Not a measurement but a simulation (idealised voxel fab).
process module | voxel transistor to metal
cross-section cut | 280 nm wide | cells 5 nm
A cross-section is a grid of square cells, given in bands from the top down. A band is one or more rows of cells.
Each band's line starts with the height of the band's top and of its bottom, in nm. Then come its materials from left to right, each with its width in nm. One material with "throughout" fills the band from edge to edge. "air" is empty space.
Height 0 is the level under which the wafer as received is all one material. The lowest band goes on downwards, as in "0 down".
A width such as "30 to 40" changes by the same amount from each row of cells to the next, from the band's top row to its bottom row.
"no change" after a step means that no cell of the cross-section changed.
closed voids: empty space of 8 cells or more with no open way to the top, each as width x height at its distance from the left edge, in nm
after a step's settings: what the simulator itself notes on the step
overlay nm, on a step with a mask: how far to the right of its planned place the mask lay; to the left if negative
Each pair below shows a cross-section before one step and the cross-section after it, down to the lowest band that changed. The line under each pair gives the step between them, with its settings. The pairs can come from different runs of this module on the same starting wafer, so a pair continues from the pair above only where its "before" says so.
before
  20 to 15: air 50 | SiN 10 | air 30 | SiN 10 | air 80 | SiN 10 | air 30 | SiN 10 | air 50
  15 to 0: SiO2 50 | SiN 10 | air 30 | SiN 10 | SiO2 80 | SiN 10 | air 30 | SiN 10 | SiO2 50
  0 to -5: SiO2 15 | SiN 10 | SiO2 20 | nSi 5 | SiO2 5 | air 40 | SiO2 5 | nSi 5 | SiO2 20 | SiN 10 | SiO2 10 | SiN 10 | SiO2 20 | nSi 5 | SiO2 5 | air 40 | SiO2 5 | nSi 5 | SiO2 20 | SiN 10 | SiO2 15
  -5 to -10: SiO2 30 | nSi 20 | Si 50 | nSi 20 | SiO2 40 | nSi 20 | Si 50 | nSi 20 | SiO2 30
  -10 to -40: SiO2 20 | Si 110 | SiO2 20 | Si 110 | SiO2 20
  -40 down: Si throughout
  closed voids: none
after
  25 to 20: air 45 | HfO2 20 | air 20 | HfO2 20 | air 70 | HfO2 20 | air 20 | HfO2 20 | air 45
  20 to 15: HfO2 50 | SiN 10 | HfO2 5 | air 20 | HfO2 5 | SiN 10 | HfO2 80 | SiN 10 | HfO2 5 | air 20 | HfO2 5 | SiN 10 | HfO2 50
  15 to 0: SiO2 50 | SiN 10 | HfO2 5 | air 20 | HfO2 5 | SiN 10 | SiO2 80 | SiN 10 | HfO2 5 | air 20 | HfO2 5 | SiN 10 | SiO2 50
  0 to -5: SiO2 15 | SiN 10 | SiO2 20 | nSi 5 | SiO2 5 | HfO2 40 | SiO2 5 | nSi 5 | SiO2 20 | SiN 10 | SiO2 10 | SiN 10 | SiO2 20 | nSi 5 | SiO2 5 | HfO2 40 | SiO2 5 | nSi 5 | SiO2 20 | SiN 10 | SiO2 15
  below -5: unchanged
  closed voids: none
the step between: op CONFORMAL_DEP | material HfO2 | thk nm 5
before: the cross-section after the pair above
after
  30 to 25: air 40 | TiN 30 | air 10 | TiN 30 | air 60 | TiN 30 | air 10 | TiN 30 | air 40
  25 to 20: TiN 45 | HfO2 20 | TiN 5 | air 10 | TiN 5 | HfO2 20 | TiN 70 | HfO2 20 | TiN 5 | air 10 | TiN 5 | HfO2 20 | TiN 45
  20 to 15: HfO2 50 | SiN 10 | HfO2 5 | TiN 5 | air 10 | TiN 5 | HfO2 5 | SiN 10 | HfO2 80 | SiN 10 | HfO2 5 | TiN 5 | air 10 | TiN 5 | HfO2 5 | SiN 10 | HfO2 50
  15 to 5: SiO2 50 | SiN 10 | HfO2 5 | TiN 5 | air 10 | TiN 5 | HfO2 5 | SiN 10 | SiO2 80 | SiN 10 | HfO2 5 | TiN 5 | air 10 | TiN 5 | HfO2 5 | SiN 10 | SiO2 50
  5 to 0: SiO2 50 | SiN 10 | HfO2 5 | TiN 20 | HfO2 5 | SiN 10 | SiO2 80 | SiN 10 | HfO2 5 | TiN 20 | HfO2 5 | SiN 10 | SiO2 50
  below 0: unchanged
  closed voids: none
the step between: op CONFORMAL_DEP | material TiN | thk nm 5
before: the cross-section after the pair above
after
  35 to 30: W throughout
  30 to 25: W 40 | TiN 30 | W 10 | TiN 30 | W 60 | TiN 30 | W 10 | TiN 30 | W 40
  25 to 20: TiN 45 | HfO2 20 | TiN 5 | W 10 | TiN 5 | HfO2 20 | TiN 70 | HfO2 20 | TiN 5 | W 10 | TiN 5 | HfO2 20 | TiN 45
  20 to 15: HfO2 50 | SiN 10 | HfO2 5 | TiN 5 | W 10 | TiN 5 | HfO2 5 | SiN 10 | HfO2 80 | SiN 10 | HfO2 5 | TiN 5 | W 10 | TiN 5 | HfO2 5 | SiN 10 | HfO2 50
  15 to 5: SiO2 50 | SiN 10 | HfO2 5 | TiN 5 | W 10 | TiN 5 | HfO2 5 | SiN 10 | SiO2 80 | SiN 10 | HfO2 5 | TiN 5 | W 10 | TiN 5 | HfO2 5 | SiN 10 | SiO2 50
  below 5: unchanged
  closed voids: none
the step between: op FILL_DEP | material W | thk nm 5
before: the cross-section after the pair above
after
  15 to 5: SiO2 50 | SiN 10 | HfO2 5 | TiN 5 | W 10 | TiN 5 | HfO2 5 | SiN 10 | SiO2 80 | SiN 10 | HfO2 5 | TiN 5 | W 10 | TiN 5 | HfO2 5 | SiN 10 | SiO2 50
  below 5: unchanged
  closed voids: none
the step between: op CMP | height nm 15
before: the cross-section after the pair above
after
  25 to 15: SiO2 throughout
  below 15: unchanged
  closed voids: none
the step between: op DIRECTIONAL_DEP | material SiO2 | thk nm 10
before: the cross-section after the pair above
after
  40 to 25: resist 30 | air 15 | resist 60 | air 15 | resist 40 | air 15 | resist 60 | air 15 | resist 30
  below 25: unchanged
  closed voids: none
the step between: op PATTERN | tone open | mask id CONTACT | material resist | width nm 15 | thk nm 15 | overlay nm 0
before: the cross-section after the pair above
after
  40 to 25: resist 30 | air 15 | resist 60 | air 15 | resist 40 | air 15 | resist 60 | air 15 | resist 30
  25 to 15: SiO2 30 | air 15 | SiO2 60 | air 15 | SiO2 40 | air 15 | SiO2 60 | air 15 | SiO2 30
  15 to 5: SiO2 30 | air 15 | SiO2 5 | SiN 10 | HfO2 5 | TiN 5 | W 10 | TiN 5 | HfO2 5 | SiN 10 | SiO2 5 | air 15 | SiO2 40 | air 15 | SiO2 5 | SiN 10 | HfO2 5 | TiN 5 | W 10 | TiN 5 | HfO2 5 | SiN 10 | SiO2 5 | air 15 | SiO2 30
  5 to 0: SiO2 30 | air 15 | SiO2 5 | SiN 10 | HfO2 5 | TiN 20 | HfO2 5 | SiN 10 | SiO2 5 | air 15 | SiO2 40 | air 15 | SiO2 5 | SiN 10 | HfO2 5 | TiN 20 | HfO2 5 | SiN 10 | SiO2 5 | air 15 | SiO2 30
  0 to -5: SiO2 15 | SiN 10 | SiO2 5 | air 15 | nSi 5 | SiO2 5 | HfO2 40 | SiO2 5 | nSi 5 | air 15 | SiO2 5 | SiN 10 | SiO2 10 | SiN 10 | SiO2 5 | air 15 | nSi 5 | SiO2 5 | HfO2 40 | SiO2 5 | nSi 5 | air 15 | SiO2 5 | SiN 10 | SiO2 15
  below -5: unchanged
  closed voids: none
the step between: op DIRECTIONAL_ETCH | etch materials SiO2 | depth nm 35
before: the cross-section after the pair above
after
  25 to 15: SiO2 30 | air 15 | SiO2 60 | air 15 | SiO2 40 | air 15 | SiO2 60 | air 15 | SiO2 30
  below 15: unchanged
  closed voids: none
the step between: op STRIP | etch materials resist
before: the cross-section after the pair above
after
  30 to 25: TiN 35 | air 5 | TiN 70 | air 5 | TiN 50 | air 5 | TiN 70 | air 5 | TiN 35
  25 to 15: SiO2 30 | TiN 5 | air 5 | TiN 5 | SiO2 60 | TiN 5 | air 5 | TiN 5 | SiO2 40 | TiN 5 | air 5 | TiN 5 | SiO2 60 | TiN 5 | air 5 | TiN 5 | SiO2 30
  15 to 5: SiO2 30 | TiN 5 | air 5 | TiN 5 | SiO2 5 | SiN 10 | HfO2 5 | TiN 5 | W 10 | TiN 5 | HfO2 5 | SiN 10 | SiO2 5 | TiN 5 | air 5 | TiN 5 | SiO2 40 | TiN 5 | air 5 | TiN 5 | SiO2 5 | SiN 10 | HfO2 5 | TiN 5 | W 10 | TiN 5 | HfO2 5 | SiN 10 | SiO2 5 | TiN 5 | air 5 | TiN 5 | SiO2 30
  5 to 0: SiO2 30 | TiN 5 | air 5 | TiN 5 | SiO2 5 | SiN 10 | HfO2 5 | TiN 20 | HfO2 5 | SiN 10 | SiO2 5 | TiN 5 | air 5 | TiN 5 | SiO2 40 | TiN 5 | air 5 | TiN 5 | SiO2 5 | SiN 10 | HfO2 5 | TiN 20 | HfO2 5 | SiN 10 | SiO2 5 | TiN 5 | air 5 | TiN 5 | SiO2 30
  0 to -5: SiO2 15 | SiN 10 | SiO2 5 | TiN 15 | nSi 5 | SiO2 5 | HfO2 40 | SiO2 5 | nSi 5 | TiN 15 | SiO2 5 | SiN 10 | SiO2 10 | SiN 10 | SiO2 5 | TiN 15 | nSi 5 | SiO2 5 | HfO2 40 | SiO2 5 | nSi 5 | TiN 15 | SiO2 5 | SiN 10 | SiO2 15
  below -5: unchanged
  closed voids: none
the step between: op CONFORMAL_DEP | material TiN | thk nm 5
before: the cross-section after the pair above
after
  40 to 30: W throughout
  30 to 25: TiN 35 | W 5 | TiN 70 | W 5 | TiN 50 | W 5 | TiN 70 | W 5 | TiN 35
  25 to 15: SiO2 30 | TiN 5 | W 5 | TiN 5 | SiO2 60 | TiN 5 | W 5 | TiN 5 | SiO2 40 | TiN 5 | W 5 | TiN 5 | SiO2 60 | TiN 5 | W 5 | TiN 5 | SiO2 30
  15 to 5: SiO2 30 | TiN 5 | W 5 | TiN 5 | SiO2 5 | SiN 10 | HfO2 5 | TiN 5 | W 10 | TiN 5 | HfO2 5 | SiN 10 | SiO2 5 | TiN 5 | W 5 | TiN 5 | SiO2 40 | TiN 5 | W 5 | TiN 5 | SiO2 5 | SiN 10 | HfO2 5 | TiN 5 | W 10 | TiN 5 | HfO2 5 | SiN 10 | SiO2 5 | TiN 5 | W 5 | TiN 5 | SiO2 30
  5 to 0: SiO2 30 | TiN 5 | W 5 | TiN 5 | SiO2 5 | SiN 10 | HfO2 5 | TiN 20 | HfO2 5 | SiN 10 | SiO2 5 | TiN 5 | W 5 | TiN 5 | SiO2 40 | TiN 5 | W 5 | TiN 5 | SiO2 5 | SiN 10 | HfO2 5 | TiN 20 | HfO2 5 | SiN 10 | SiO2 5 | TiN 5 | W 5 | TiN 5 | SiO2 30
  below 0: unchanged
  closed voids: none
the step between: op FILL_DEP | material W | thk nm 10
before: the cross-section after the pair above
after
  25 to 15: SiO2 30 | TiN 5 | W 5 | TiN 5 | SiO2 60 | TiN 5 | W 5 | TiN 5 | SiO2 40 | TiN 5 | W 5 | TiN 5 | SiO2 60 | TiN 5 | W 5 | TiN 5 | SiO2 30
  below 15: unchanged
  closed voids: none
the step between: op CMP | height nm 25
before: the cross-section after the pair above
after
  30 to 25: SiCN throughout
  below 25: unchanged
  closed voids: none
the step between: op CONFORMAL_DEP | material SiCN | thk nm 5
before: the cross-section after the pair above
after
  55 to 30: lowk throughout
  below 30: unchanged
  closed voids: none
the step between: op DIRECTIONAL_DEP | material lowk | thk nm 25
before: the cross-section after the pair above
after
  70 to 55: resist 30 | air 15 | resist 60 | air 15 | resist 40 | air 15 | resist 60 | air 15 | resist 30
  below 55: unchanged
  closed voids: none
the step between: op PATTERN | tone open | mask id METAL_1 | material resist | width nm 15 | thk nm 15 | overlay nm 0
before: the cross-section after the pair above
after
  70 to 55: resist 30 | air 15 | resist 60 | air 15 | resist 40 | air 15 | resist 60 | air 15 | resist 30
  55 to 30: lowk 30 | air 15 | lowk 60 | air 15 | lowk 40 | air 15 | lowk 60 | air 15 | lowk 30
  below 30: unchanged
  closed voids: none
the step between: op DIRECTIONAL_ETCH | etch materials lowk | depth nm 25
before: the cross-section after the pair above
after
  70 to 55: resist 30 | air 15 | resist 60 | air 15 | resist 40 | air 15 | resist 60 | air 15 | resist 30
  55 to 30: lowk 30 | air 15 | lowk 60 | air 15 | lowk 40 | air 15 | lowk 60 | air 15 | lowk 30
  30 to 25: SiCN 30 | air 15 | SiCN 60 | air 15 | SiCN 40 | air 15 | SiCN 60 | air 15 | SiCN 30
  below 25: unchanged
  closed voids: none
the step between: op DIRECTIONAL_ETCH | etch materials SiCN | depth nm 5
before: the cross-section after the pair above
after
  55 to 30: lowk 30 | air 15 | lowk 60 | air 15 | lowk 40 | air 15 | lowk 60 | air 15 | lowk 30
  below 30: unchanged
  closed voids: none
the step between: op STRIP | etch materials resist
before: the cross-section after the pair above
after
  60 to 55: TiN 35 | air 5 | TiN 70 | air 5 | TiN 50 | air 5 | TiN 70 | air 5 | TiN 35
  55 to 30: lowk 30 | TiN 5 | air 5 | TiN 5 | lowk 60 | TiN 5 | air 5 | TiN 5 | lowk 40 | TiN 5 | air 5 | TiN 5 | lowk 60 | TiN 5 | air 5 | TiN 5 | lowk 30
  30 to 25: SiCN 30 | TiN 15 | SiCN 60 | TiN 15 | SiCN 40 | TiN 15 | SiCN 60 | TiN 15 | SiCN 30
  below 25: unchanged
  closed voids: none
the step between: op CONFORMAL_DEP | material TiN | thk nm 5
before: the cross-section after the pair above
after
  65 to 60: Ru throughout
  60 to 55: TiN 35 | Ru 5 | TiN 70 | Ru 5 | TiN 50 | Ru 5 | TiN 70 | Ru 5 | TiN 35
  55 to 30: lowk 30 | TiN 5 | Ru 5 | TiN 5 | lowk 60 | TiN 5 | Ru 5 | TiN 5 | lowk 40 | TiN 5 | Ru 5 | TiN 5 | lowk 60 | TiN 5 | Ru 5 | TiN 5 | lowk 30
  below 30: unchanged
  closed voids: none
the step between: op FILL_DEP | material Ru | thk nm 5
before: the cross-section after the pair above
after
  55 to 30: lowk 30 | TiN 5 | Ru 5 | TiN 5 | lowk 60 | TiN 5 | Ru 5 | TiN 5 | lowk 40 | TiN 5 | Ru 5 | TiN 5 | lowk 60 | TiN 5 | Ru 5 | TiN 5 | lowk 30
  below 30: unchanged
  closed voids: none
the step between: op CMP | height nm 55
before: the cross-section after the pair above
after
  60 to 55: SiCN throughout
  below 55: unchanged
  closed voids: none
the step between: op CONFORMAL_DEP | material SiCN | thk nm 5
before
  -5 to -40: SiO2 20 | Si 110 | SiO2 20 | Si 110 | SiO2 20
  -40 down: Si throughout
  closed voids: none
after
  -5 to -20: SiO2 throughout
  below -20: unchanged
  closed voids: none
the step between: op OXIDIZE | depth nm 15
before: the cross-section after the pair above
after
  20 to -5: polySi throughout
  below -5: unchanged
  closed voids: none
the step between: op DIRECTIONAL_DEP | material polySi | thk nm 25
before: the cross-section after the pair above
after
  35 to 20: SiCN throughout
  below 20: unchanged
  closed voids: none
the step between: op DIRECTIONAL_DEP | material SiCN | thk nm 15
before: the cross-section after the pair above
after
  35 to 20: air 60 | SiCN 30 | air 100 | SiCN 30 | air 60
  below 20: unchanged
  closed voids: none
the step between: op MASKED_ETCH | tone cover | mask id GATE | width nm 30 | pitch nm 130 | etch materials SiCN | depth nm 25 | overlay nm 0
before: the cross-section after the pair above
after
  35 to 20: air 60 | SiCN 30 | air 100 | SiCN 30 | air 60
  20 to -5: air 60 | polySi 30 | air 100 | polySi 30 | air 60
  below -5: unchanged
  closed voids: none
the step between: op MASKED_ETCH | tone cover | mask id GATE | width nm 30 | pitch nm 130 | etch materials polySi | depth nm 35 | overlay nm 0
before: the cross-section after the pair above
after
  45 to 35: air 50 | SiN 50 | air 80 | SiN 50 | air 50
  35 to 20: air 50 | SiN 10 | SiCN 30 | SiN 10 | air 80 | SiN 10 | SiCN 30 | SiN 10 | air 50
  20 to 5: air 50 | SiN 10 | polySi 30 | SiN 10 | air 80 | SiN 10 | polySi 30 | SiN 10 | air 50
  5 to -5: SiN 60 | polySi 30 | SiN 100 | polySi 30 | SiN 60
  below -5: unchanged
  closed voids: none
the step between: op CONFORMAL_DEP | material SiN | thk nm 10
before: the cross-section after the pair above
after
  35 to 20: air 50 | SiN 10 | SiCN 30 | SiN 10 | air 80 | SiN 10 | SiCN 30 | SiN 10 | air 50
  20 to -5: air 50 | SiN 10 | polySi 30 | SiN 10 | air 80 | SiN 10 | polySi 30 | SiN 10 | air 50
  below -5: unchanged
  closed voids: none
the step between: op DIRECTIONAL_ETCH | etch materials SiN | depth nm 10
before: the cross-section after the pair above
after
  35 to 20: air 50 | SiN 10 | SiCN 30 | SiN 10 | air 80 | SiN 10 | SiCN 30 | SiN 10 | air 50
  20 to -5: air 50 | SiN 10 | polySi 30 | SiN 10 | air 80 | SiN 10 | polySi 30 | SiN 10 | air 50
  -5 to -10: air 50 | SiO2 50 | air 80 | SiO2 50 | air 50
  below -10: unchanged
  closed voids: none
the step between: op DIRECTIONAL_ETCH | etch materials SiO2 | depth nm 5
before: the cross-section after the pair above
after
  40 to 35: SiO2 throughout
  35 to 20: SiO2 50 | SiN 10 | SiCN 30 | SiN 10 | SiO2 80 | SiN 10 | SiCN 30 | SiN 10 | SiO2 50
  20 to -5: SiO2 50 | SiN 10 | polySi 30 | SiN 10 | SiO2 80 | SiN 10 | polySi 30 | SiN 10 | SiO2 50
  -5 to -20: SiO2 throughout
  below -20: unchanged
  closed voids: none
the step between: op FILL_DEP | material SiO2 | thk nm 5
before: the cross-section after the pair above
after
  20 to -5: SiO2 50 | SiN 10 | polySi 30 | SiN 10 | SiO2 80 | SiN 10 | polySi 30 | SiN 10 | SiO2 50
  below -5: unchanged
  closed voids: none
the step between: op CMP | height nm 20
before: the cross-section after the pair above
after
  20 to -5: SiO2 50 | SiN 10 | air 30 | SiN 10 | SiO2 80 | SiN 10 | air 30 | SiN 10 | SiO2 50
  below -5: unchanged
  closed voids: none
the step between: op STRIP | etch materials polySi
before: the cross-section after the pair above
after
  20 to 15: air 50 | SiN 10 | air 30 | SiN 10 | air 80 | SiN 10 | air 30 | SiN 10 | air 50
  15 to -5: SiO2 50 | SiN 10 | air 30 | SiN 10 | SiO2 80 | SiN 10 | air 30 | SiN 10 | SiO2 50
  -5 to -10: SiO2 55 | air 40 | SiO2 90 | air 40 | SiO2 55
  below -10: unchanged
  closed voids: none
the step between: op SELECTIVE_ETCH | etch materials SiO2 | depth nm 5
before: the cross-section after the pair above
after
  25 to 20: air 45 | HfO2 20 | air 20 | HfO2 20 | air 70 | HfO2 20 | air 20 | HfO2 20 | air 45
  20 to 15: HfO2 50 | SiN 10 | HfO2 5 | air 20 | HfO2 5 | SiN 10 | HfO2 80 | SiN 10 | HfO2 5 | air 20 | HfO2 5 | SiN 10 | HfO2 50
  15 to -5: SiO2 50 | SiN 10 | HfO2 5 | air 20 | HfO2 5 | SiN 10 | SiO2 80 | SiN 10 | HfO2 5 | air 20 | HfO2 5 | SiN 10 | SiO2 50
  -5 to -10: SiO2 55 | HfO2 40 | SiO2 90 | HfO2 40 | SiO2 55
  below -10: unchanged
  closed voids: none
the step between: op CONFORMAL_DEP | material HfO2 | thk nm 5
before: the cross-section after the pair above
after
  30 to 25: air 40 | TiN 30 | air 10 | TiN 30 | air 60 | TiN 30 | air 10 | TiN 30 | air 40
  25 to 20: TiN 45 | HfO2 20 | TiN 5 | air 10 | TiN 5 | HfO2 20 | TiN 70 | HfO2 20 | TiN 5 | air 10 | TiN 5 | HfO2 20 | TiN 45
  20 to 15: HfO2 50 | SiN 10 | HfO2 5 | TiN 5 | air 10 | TiN 5 | HfO2 5 | SiN 10 | HfO2 80 | SiN 10 | HfO2 5 | TiN 5 | air 10 | TiN 5 | HfO2 5 | SiN 10 | HfO2 50
  15 to 0: SiO2 50 | SiN 10 | HfO2 5 | TiN 5 | air 10 | TiN 5 | HfO2 5 | SiN 10 | SiO2 80 | SiN 10 | HfO2 5 | TiN 5 | air 10 | TiN 5 | HfO2 5 | SiN 10 | SiO2 50
  0 to -5: SiO2 50 | SiN 10 | HfO2 5 | TiN 20 | HfO2 5 | SiN 10 | SiO2 80 | SiN 10 | HfO2 5 | TiN 20 | HfO2 5 | SiN 10 | SiO2 50
  below -5: unchanged
  closed voids: none
the step between: op CONFORMAL_DEP | material TiN | thk nm 5
before: the cross-section after the pair above
after
  35 to 30: W throughout
  30 to 25: W 40 | TiN 30 | W 10 | TiN 30 | W 60 | TiN 30 | W 10 | TiN 30 | W 40
  25 to 20: TiN 45 | HfO2 20 | TiN 5 | W 10 | TiN 5 | HfO2 20 | TiN 70 | HfO2 20 | TiN 5 | W 10 | TiN 5 | HfO2 20 | TiN 45
  20 to 15: HfO2 50 | SiN 10 | HfO2 5 | TiN 5 | W 10 | TiN 5 | HfO2 5 | SiN 10 | HfO2 80 | SiN 10 | HfO2 5 | TiN 5 | W 10 | TiN 5 | HfO2 5 | SiN 10 | HfO2 50
  15 to 0: SiO2 50 | SiN 10 | HfO2 5 | TiN 5 | W 10 | TiN 5 | HfO2 5 | SiN 10 | SiO2 80 | SiN 10 | HfO2 5 | TiN 5 | W 10 | TiN 5 | HfO2 5 | SiN 10 | SiO2 50
  below 0: unchanged
  closed voids: none
the step between: op FILL_DEP | material W | thk nm 5
before: the cross-section after the pair above
after
  15 to 0: SiO2 50 | SiN 10 | HfO2 5 | TiN 5 | W 10 | TiN 5 | HfO2 5 | SiN 10 | SiO2 80 | SiN 10 | HfO2 5 | TiN 5 | W 10 | TiN 5 | HfO2 5 | SiN 10 | SiO2 50
  below 0: unchanged
  closed voids: none
the step between: op CMP | height nm 15
before: the cross-section after the pair above
after
  25 to 15: SiO2 throughout
  below 15: unchanged
  closed voids: none
the step between: op DIRECTIONAL_DEP | material SiO2 | thk nm 10
before: the cross-section after the pair above
after
  40 to 25: resist 30 | air 15 | resist 60 | air 15 | resist 40 | air 15 | resist 60 | air 15 | resist 30
  below 25: unchanged
  closed voids: none
the step between: op PATTERN | tone open | mask id CONTACT | material resist | width nm 15 | thk nm 15 | overlay nm 0
before: the cross-section after the pair above
after
  40 to 25: resist 30 | air 15 | resist 60 | air 15 | resist 40 | air 15 | resist 60 | air 15 | resist 30
  25 to 15: SiO2 30 | air 15 | SiO2 60 | air 15 | SiO2 40 | air 15 | SiO2 60 | air 15 | SiO2 30
  15 to 0: SiO2 30 | air 15 | SiO2 5 | SiN 10 | HfO2 5 | TiN 5 | W 10 | TiN 5 | HfO2 5 | SiN 10 | SiO2 5 | air 15 | SiO2 40 | air 15 | SiO2 5 | SiN 10 | HfO2 5 | TiN 5 | W 10 | TiN 5 | HfO2 5 | SiN 10 | SiO2 5 | air 15 | SiO2 30
  0 to -5: SiO2 30 | air 15 | SiO2 5 | SiN 10 | HfO2 5 | TiN 20 | HfO2 5 | SiN 10 | SiO2 5 | air 15 | SiO2 40 | air 15 | SiO2 5 | SiN 10 | HfO2 5 | TiN 20 | HfO2 5 | SiN 10 | SiO2 5 | air 15 | SiO2 30
  -5 to -10: SiO2 30 | air 15 | SiO2 10 | HfO2 40 | SiO2 10 | air 15 | SiO2 40 | air 15 | SiO2 10 | HfO2 40 | SiO2 10 | air 15 | SiO2 30
  below -10: unchanged
  closed voids: none
the step between: op DIRECTIONAL_ETCH | etch materials SiO2 | depth nm 35
before: the cross-section after the pair above
after
  25 to 15: SiO2 30 | air 15 | SiO2 60 | air 15 | SiO2 40 | air 15 | SiO2 60 | air 15 | SiO2 30
  below 15: unchanged
  closed voids: none
the step between: op STRIP | etch materials resist
before: the cross-section after the pair above
after
  30 to 25: TiN 35 | air 5 | TiN 70 | air 5 | TiN 50 | air 5 | TiN 70 | air 5 | TiN 35
  25 to 15: SiO2 30 | TiN 5 | air 5 | TiN 5 | SiO2 60 | TiN 5 | air 5 | TiN 5 | SiO2 40 | TiN 5 | air 5 | TiN 5 | SiO2 60 | TiN 5 | air 5 | TiN 5 | SiO2 30
  15 to 0: SiO2 30 | TiN 5 | air 5 | TiN 5 | SiO2 5 | SiN 10 | HfO2 5 | TiN 5 | W 10 | TiN 5 | HfO2 5 | SiN 10 | SiO2 5 | TiN 5 | air 5 | TiN 5 | SiO2 40 | TiN 5 | air 5 | TiN 5 | SiO2 5 | SiN 10 | HfO2 5 | TiN 5 | W 10 | TiN 5 | HfO2 5 | SiN 10 | SiO2 5 | TiN 5 | air 5 | TiN 5 | SiO2 30
  0 to -5: SiO2 30 | TiN 5 | air 5 | TiN 5 | SiO2 5 | SiN 10 | HfO2 5 | TiN 20 | HfO2 5 | SiN 10 | SiO2 5 | TiN 5 | air 5 | TiN 5 | SiO2 40 | TiN 5 | air 5 | TiN 5 | SiO2 5 | SiN 10 | HfO2 5 | TiN 20 | HfO2 5 | SiN 10 | SiO2 5 | TiN 5 | air 5 | TiN 5 | SiO2 30
  -5 to -10: SiO2 30 | TiN 15 | SiO2 10 | HfO2 40 | SiO2 10 | TiN 15 | SiO2 40 | TiN 15 | SiO2 10 | HfO2 40 | SiO2 10 | TiN 15 | SiO2 30
  below -10: unchanged
  closed voids: none
the step between: op CONFORMAL_DEP | material TiN | thk nm 5
before: the cross-section after the pair above
after
  40 to 30: W throughout
  30 to 25: TiN 35 | W 5 | TiN 70 | W 5 | TiN 50 | W 5 | TiN 70 | W 5 | TiN 35
  25 to 15: SiO2 30 | TiN 5 | W 5 | TiN 5 | SiO2 60 | TiN 5 | W 5 | TiN 5 | SiO2 40 | TiN 5 | W 5 | TiN 5 | SiO2 60 | TiN 5 | W 5 | TiN 5 | SiO2 30
  15 to 0: SiO2 30 | TiN 5 | W 5 | TiN 5 | SiO2 5 | SiN 10 | HfO2 5 | TiN 5 | W 10 | TiN 5 | HfO2 5 | SiN 10 | SiO2 5 | TiN 5 | W 5 | TiN 5 | SiO2 40 | TiN 5 | W 5 | TiN 5 | SiO2 5 | SiN 10 | HfO2 5 | TiN 5 | W 10 | TiN 5 | HfO2 5 | SiN 10 | SiO2 5 | TiN 5 | W 5 | TiN 5 | SiO2 30
  0 to -5: SiO2 30 | TiN 5 | W 5 | TiN 5 | SiO2 5 | SiN 10 | HfO2 5 | TiN 20 | HfO2 5 | SiN 10 | SiO2 5 | TiN 5 | W 5 | TiN 5 | SiO2 40 | TiN 5 | W 5 | TiN 5 | SiO2 5 | SiN 10 | HfO2 5 | TiN 20 | HfO2 5 | SiN 10 | SiO2 5 | TiN 5 | W 5 | TiN 5 | SiO2 30
  below -5: unchanged
  closed voids: none
the step between: op FILL_DEP | material W | thk nm 10
before: the cross-section after the pair above
after
  25 to 15: SiO2 30 | TiN 5 | W 5 | TiN 5 | SiO2 60 | TiN 5 | W 5 | TiN 5 | SiO2 40 | TiN 5 | W 5 | TiN 5 | SiO2 60 | TiN 5 | W 5 | TiN 5 | SiO2 30
  below 15: unchanged
  closed voids: none
the step between: op CMP | height nm 25
before: the cross-section after the pair above
after
  30 to 25: SiCN throughout
  below 25: unchanged
  closed voids: none
the step between: op CONFORMAL_DEP | material SiCN | thk nm 5
before: the cross-section after the pair above
after
  55 to 30: lowk throughout
  below 30: unchanged
  closed voids: none
the step between: op DIRECTIONAL_DEP | material lowk | thk nm 25
before: the cross-section after the pair above
after
  70 to 55: resist 30 | air 15 | resist 60 | air 15 | resist 40 | air 15 | resist 60 | air 15 | resist 30
  below 55: unchanged
  closed voids: none
the step between: op PATTERN | tone open | mask id METAL_1 | material resist | width nm 15 | thk nm 15 | overlay nm 0
before: the cross-section after the pair above
after
  70 to 55: resist 30 | air 15 | resist 60 | air 15 | resist 40 | air 15 | resist 60 | air 15 | resist 30
  55 to 30: lowk 30 | air 15 | lowk 60 | air 15 | lowk 40 | air 15 | lowk 60 | air 15 | lowk 30
  below 30: unchanged
  closed voids: none
the step between: op DIRECTIONAL_ETCH | etch materials lowk | depth nm 25
before: the cross-section after the pair above
after
  70 to 55: resist 30 | air 15 | resist 60 | air 15 | resist 40 | air 15 | resist 60 | air 15 | resist 30
  55 to 30: lowk 30 | air 15 | lowk 60 | air 15 | lowk 40 | air 15 | lowk 60 | air 15 | lowk 30
  30 to 25: SiCN 30 | air 15 | SiCN 60 | air 15 | SiCN 40 | air 15 | SiCN 60 | air 15 | SiCN 30
  below 25: unchanged
  closed voids: none
the step between: op DIRECTIONAL_ETCH | etch materials SiCN | depth nm 5
before: the cross-section after the pair above
after
  55 to 30: lowk 30 | air 15 | lowk 60 | air 15 | lowk 40 | air 15 | lowk 60 | air 15 | lowk 30
  below 30: unchanged
  closed voids: none
the step between: op STRIP | etch materials resist
before: the cross-section after the pair above
after
  60 to 55: TiN 35 | air 5 | TiN 70 | air 5 | TiN 50 | air 5 | TiN 70 | air 5 | TiN 35
  55 to 30: lowk 30 | TiN 5 | air 5 | TiN 5 | lowk 60 | TiN 5 | air 5 | TiN 5 | lowk 40 | TiN 5 | air 5 | TiN 5 | lowk 60 | TiN 5 | air 5 | TiN 5 | lowk 30
  30 to 25: SiCN 30 | TiN 15 | SiCN 60 | TiN 15 | SiCN 40 | TiN 15 | SiCN 60 | TiN 15 | SiCN 30
  below 25: unchanged
  closed voids: none
the step between: op CONFORMAL_DEP | material TiN | thk nm 5
before: the cross-section after the pair above
after
  65 to 60: Ru throughout
  60 to 55: TiN 35 | Ru 5 | TiN 70 | Ru 5 | TiN 50 | Ru 5 | TiN 70 | Ru 5 | TiN 35
  55 to 30: lowk 30 | TiN 5 | Ru 5 | TiN 5 | lowk 60 | TiN 5 | Ru 5 | TiN 5 | lowk 40 | TiN 5 | Ru 5 | TiN 5 | lowk 60 | TiN 5 | Ru 5 | TiN 5 | lowk 30
  below 30: unchanged
  closed voids: none
the step between: op FILL_DEP | material Ru | thk nm 5
before: the cross-section after the pair above
after
  55 to 30: lowk 30 | TiN 5 | Ru 5 | TiN 5 | lowk 60 | TiN 5 | Ru 5 | TiN 5 | lowk 40 | TiN 5 | Ru 5 | TiN 5 | lowk 60 | TiN 5 | Ru 5 | TiN 5 | lowk 30
  below 30: unchanged
  closed voids: none
the step between: op CMP | height nm 55
before: the cross-section after the pair above
after
  60 to 55: SiCN throughout
  below 55: unchanged
  closed voids: none
the step between: op CONFORMAL_DEP | material SiCN | thk nm 5
